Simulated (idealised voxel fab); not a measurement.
The document below concerns the process module designated voxel plated lines.
Pictured: cross-section cut, 270 nm wide, on a grid of 5 nm square cells.
Each cross-section below is a grid of square cells, stated as bands in top-down order, with one or more rows of cells making up each band.
Read a band's entry like this: the first values are the height of its top and the height of its bottom in nm, and what follows is the sequence of materials from left to right, each with its width in nm. Note that "air" is empty space, and that a single material marked "everywhere" reaches across the band from edge to edge.
Note: height 0 marks the level under which the wafer is uniformly one material as received. Lowest band unbounded below, written "0 and below".
You'd read "30->40" like this: the band's top row of cells is as wide as the first number, its bottom row is as wide as the second, and going down, every row changes width by the same amount as the row before did.
No cell of the cross-section changed in a step that is given as "same as before".
"Listed closed voids": sealed empty spaces, 8 cells or more, no open way to top, listed width x height at distance, with distance from the left edge and width, height and distance in nm.
Past the settings on a step's line: simulator remark, on that step.
For masked steps, "overlay nm" on the step line gives how far right of plan the mask actually lay; a minus sign means it lay to the left.
Steps in the process plan
1. op RECEIVE | material Si
2. op CONFORMAL_DEP | material SiO2 | thk nm 10
3. op DIRECTIONAL_DEP | material TiN | thk nm 5
4. op PATTERN | tone open | mask id LINES | material resist | width nm 25 | pitch nm 40 | thk nm 20 | overlay nm 0
5. op EPI | material Ru | thk nm 5
6. op STRIP | etch materials resist
7. op DIRECTIONAL_ETCH | etch materials TiN | depth nm 5
8. op CONFORMAL_DEP | material SiN | thk nm 5
First wafer out of two, processed as planned
This is the cross-section of the wafer as we received it, i.e. after step 1
- 0 and below | Si everywhere
- Listed closed voids: none
Cross-section: wafer state after step 2
- 10 down to 0 | SiO2 everywhere
- Anything lower than 0 is untouched.
Cross-section: wafer state after step 3
- 15 down to 10 | TiN everywhere
- Anything lower than 10 is untouched.
Cross-section: wafer state after step 4
- 35 down to 15 | resist 80 nm  air 25 nm  resist 15 nm  air 25 nm  resist 15 nm  air 25 nm  resist 85 nm
- Anything lower than 15 is untouched.
Cross-section: wafer state after step 5
- 35 down to 20 | resist 80 nm  air 25 nm  resist 15 nm  air 25 nm  resist 15 nm  air 25 nm  resist 85 nm
- 20 down to 15 | resist 80 nm  Ru 25 nm  resist 15 nm  Ru 25 nm  resist 15 nm  Ru 25 nm  resist 85 nm
- Anything lower than 15 is untouched.
Cross-section: wafer state after step 6
- 20 down to 15 | air 80 nm  Ru 25 nm  air 15 nm  Ru 25 nm  air 15 nm  Ru 25 nm  air 85 nm
- Anything lower than 15 is untouched.
Cross-section: wafer state after step 7
- 20 down to 15 | air 80 nm  Ru 25 nm  air 15 nm  Ru 25 nm  air 15 nm  Ru 25 nm  air 85 nm
- 15 down to 10 | air 80 nm  TiN 25 nm  air 15 nm  TiN 25 nm  air 15 nm  TiN 25 nm  air 85 nm
- Anything lower than 10 is untouched.
Cross-section: wafer state after step 8
- 25 down to 20 | air 75 nm  SiN 35 nm  air 5 nm  SiN 35 nm  air 5 nm  SiN 35 nm  air 80 nm
- 20 down to 15 | air 75 nm  SiN 5 nm  Ru 25 nm  SiN 5 nm  air 5 nm  SiN 5 nm  Ru 25 nm  SiN 5 nm  air 5 nm  SiN 5 nm  Ru 25 nm  SiN 5 nm  air 80 nm
- 15 down to 10 | SiN 80 nm  TiN 25 nm  SiN 15 nm  TiN 25 nm  SiN 15 nm  TiN 25 nm  SiN 85 nm
- Anything lower than 10 is untouched.
Second wafer: same start and same plan as the first, one execution error; identical to the first through step 5
Cross-section of the second wafer at the time step 6 of the plan should have ended
- 20 down to 15 | air 80 nm  Ru 25 nm  air 15 nm  Ru 25 nm  air 15 nm  Ru 25 nm  air 85 nm
- Anything lower than 15 is untouched.
Cross-section of the second wafer at the time step 7 of the plan should have ended
- 20 down to 15 | air 80 nm  Ru 25 nm  air 15 nm  Ru 25 nm  air 15 nm  Ru 25 nm  air 85 nm
- 15 down to 10 | air 80 nm  TiN 25 nm  air 15 nm  TiN 25 nm  air 15 nm  TiN 25 nm  air 85 nm
- Anything lower than 10 is untouched.
Cross-section of the second wafer at the time step 8 of the plan should have ended
- 25 down to 20 | air 75 nm  SiN 35 nm  air 5 nm  SiN 35 nm  air 5 nm  SiN 35 nm  air 80 nm
- 20 down to 15 | air 75 nm  SiN 5 nm  Ru 25 nm  SiN 5 nm  air 5 nm  SiN 5 nm  Ru 25 nm  SiN 5 nm  air 5 nm  SiN 5 nm  Ru 25 nm  SiN 5 nm  air 80 nm
- 15 down to 10 | SiN 80 nm  TiN 25 nm  SiN 15 nm  TiN 25 nm  SiN 15 nm  TiN 25 nm  SiN 85 nm
- Anything lower than 10 is untouched.
The mistake made against the process plan was this: execution of plan step 6 occurred twice
The two wafers wind up with the same cross-section at the end, so whatever this model computes is the same despite the mistake.
